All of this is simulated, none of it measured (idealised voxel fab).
Name of the process module below: voxel double patterning
Each square cell in cross-section cut measures 5 nm, and the section as a whole is 245 nm wide.
Cross-sections here: square-cell grids, written as top-down lists of bands, a band being one or more rows of cells. For a band, the entry starts with two heights in nm, that of the top and then that of the bottom, and carries on with the band's materials in order from left to right, each alongside its width in nm; the word "everywhere" beside a single material means it fills the band edge to edge, and "empty" means empty space. For the purposes of this specification, 0 denotes the height below which the wafer in its as-received condition is composed wholly of one material, and the lowermost band, lacking a lower limit, extends downward without end, as expressed in "0 -> down". It should be noted that a width expressed as "30 to 40" varies in equal increments from row to row of cells within the band, taking the value of the first number at the top row and that of the second number at the bottom row. You'll sometimes find "nothing changed" written for a step, and that's the way of saying that nowhere in the cross-section did a cell change during that step. Entry "Closed void roster" = empty spaces >= 8 cells with no open way to the top; each as width x height at distance, distance from left edge, all nm. Heads up: the bit after the settings on a step's line is the simulator's remark on that step. When a step includes a mask, the "overlay nm" setting on its line states how far to the right of its planned place that mask lay, and negative values state how far to the left.

## So here's the lineup of process steps we planned
1 RECEIVE,material Si
2 CONFORMAL_DEP,material SiO2,thk nm 5
3 DIRECTIONAL_DEP,material polySi,thk nm 15
4 DIRECTIONAL_DEP,material SiN,thk nm 5
5 DIRECTIONAL_DEP,material aC,thk nm 10
6 PATTERN,tone open,mask id FIRST,material resist,width nm 15,pitch nm 50,thk nm 30,overlay nm 0
7 DIRECTIONAL_ETCH,etch materials aC,depth nm 10
8 STRIP,etch materials resist
9 DIRECTIONAL_ETCH,etch materials SiN,depth nm 5
10 STRIP,etch materials aC
11 PATTERN,tone open,mask id SECOND,material resist,width nm 15,thk nm 20,overlay nm 0
12 DIRECTIONAL_ETCH,etch materials SiN,depth nm 5
13 STRIP,etch materials resist
14 DIRECTIONAL_ETCH,etch materials polySi,depth nm 15
15 STRIP,etch materials SiN

## Wafer as received: cross-section following step 1
0 -> down = Si everywhere
Closed void roster: none

## The module was run from the start shown above using the plan shown above, but one mistake was made doing it; the resulting wafer cross-section is below
35 -> 20 = polySi (90) / empty (15) / polySi (10) / empty (15) / polySi (10) / empty (15) / polySi (90)
20 -> 5 = polySi everywhere
5 -> 0 = SiO2 everywhere
0 -> down = Si everywhere
Closed void roster: none
Here's what went sideways: twice, step 3 of the plan was run
